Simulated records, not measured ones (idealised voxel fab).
Name of the process module below: voxel released beams
Each square cell in cross-section cut measures 5 nm, and the section as a whole is 185 nm wide.
Cross-sections here: square-cell grids, written as top-down lists of bands, a band being one or more rows of cells. Heights first: top, then bottom, in nm. Then materials, left to right, each with a width in nm. "all across" on a single material: fills the band edge to edge. "empty": empty space. Beneath 0, the wafer as received is one material, and that level is where height counting begins. The lowest band goes on downward without a bottom; it is written like "z 0 and below". A width such as "30 to 40" changes by the same amount from each row of cells to the next, from the band's top row to its bottom row. A step reported as "same as before" is a step in which no cell of the cross-section changed. You'll see "Non-vented voids" listing empty spaces that have no way open to the top, as long as they're 8 cells or more; the notation is width x height at distance, where the distance is from the left edge, and all of it is in nm. Past the settings on a step's line: simulator remark, on that step. overlay nm, on a step with a mask: how far to the right of its planned place the mask lay; to the left if negative.

# List of planned process steps
- 1: RECEIVE with material Si
- 2: CONFORMAL_DEP with material Al2O3, thk nm 5
- 3: DIRECTIONAL_DEP with material SiO2, thk nm 20
- 4: MASKED_ETCH with tone open, mask id ANCHOR, width nm 25, etch materials SiO2, depth nm 20, overlay nm 0
- 5: CONFORMAL_DEP with material SiN, thk nm 10
- 6: DIRECTIONAL_DEP with material aC, thk nm 15
- 7: PATTERN with tone cover, mask id BEAM, material resist, width nm 110, thk nm 35, overlay nm 0
- 8: DIRECTIONAL_ETCH with etch materials aC, depth nm 15
- 9: STRIP with etch materials resist
- 10: DIRECTIONAL_ETCH with etch materials SiN, depth nm 10
- 11: STRIP with etch materials aC
- 12: STRIP with etch materials SiO2

# Shown in cross-section is the wafer as received, that is, as it stands after step 1
z 0 and below: Si all across
Non-vented voids: none

# Post-module cross-section of the first of two wafers (run per plan)
z 35 to 25: empty=35; SiN=15; empty=5; SiN=90; empty=40
z 25 to 15: empty=40; SiN=10; empty=5; SiN=10; empty=120
z 15 to 5: empty=40; SiN=25; empty=120
z 5 to 0: Al2O3 all across
z 0 and below: Si all across
Non-vented voids: none

# Cross-section, wafer two of two, end of module: same start and plan as wafer one, one error in execution
z 35 to 25: empty=35; SiN=110; empty=40
z 25 to 5: SiN all across
z 5 to 0: Al2O3 all across
z 0 and below: Si all across
Non-vented voids: none
In executing the process, a mistake was made relative to the plan: rather than as planned, step 3 actually ran as DIRECTIONAL_DEP with material SiN, thk nm 20
Final comparison by cell count, materials where the second wafer has more or fewer than the first: SiN +132
